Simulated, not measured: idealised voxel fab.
The following is a process module called voxel trench capacitor.
The figure presents cross-section cut, which has a width of 275 nm and is divided into square cells with an edge length of 5 nm.
A cross-section is a grid of square cells, given in bands from the top down. A band is one or more rows of cells. Band: top and bottom heights (nm) first, top before bottom; then materials from left to right, widths in nm. "throughout" marks a sole material filling the band edge to edge. "empty" denotes empty space. Basically, 0 is our baseline, since under it the wafer straight out of the box is all one material. The bottom band has no lower end and keeps on going down, so it looks like "0 nm and below". A width such as "30->40" changes by the same amount from each row of cells to the next, from the band's top row to its bottom row. What does "all unchanged" mean for a step? It means no cell of the cross-section changed in that step. Under "Completely sealed voids" you'll find the enclosed gaps, the ones with no way out to the top, that are 8 cells or bigger; each reads width x height at distance, with distance counted from the left edge, everything in nm. Read whatever lies past the settings on a step's line as the simulator's own remark about the step. "overlay nm" answers the question of how far to the right of plan the mask lay on a step that has a mask, and when it is negative the answer is to the left.
The following list gives the planned process steps:
| 1 | RECEIVE with material Si |
| 2 | CONFORMAL_DEP with material SiN, thk nm 10 |
| 3 | PATTERN with tone open, mask id TRENCH, material resist, width nm 20, pitch nm 50, thk nm 15, overlay nm 0 |
| 4 | DIRECTIONAL_ETCH with etch materials SiN, depth nm 10 |
| 5 | DIRECTIONAL_ETCH with etch materials Si, depth nm 30 |
| 6 | STRIP with etch materials resist |
| 7 | CONFORMAL_DEP with material Al2O3, thk nm 5 |
| 8 | FILL_DEP with material polySi, thk nm 10 |
| 9 | CMP with height nm 10 |
Cross-section: wafer on arrival = after step 1:
> 0 nm and below | Si throughout
> Completely sealed voids: none
Module complete, cross-section. Starting point and plan per above. One mistake made in running the module:
> 10 nm to 0 nm | SiN 105  Al2O3 5  polySi 5  Al2O3 5  SiN 35  Al2O3 5  polySi 5  Al2O3 5  SiN 105
> 0 nm to -25 nm | Si 105  Al2O3 5  polySi 5  Al2O3 5  Si 35  Al2O3 5  polySi 5  Al2O3 5  Si 105
> -25 nm to -30 nm | Si 105  Al2O3 15  Si 35  Al2O3 15  Si 105
> -30 nm and below | Si throughout
> Completely sealed voids: none
Nonconformance to the process plan: step 3 was processed under conditions differing from the plan, specifically as PATTERN with tone open, mask id TRENCH, material resist, width nm 15, pitch nm 50, thk nm 15, overlay nm 0
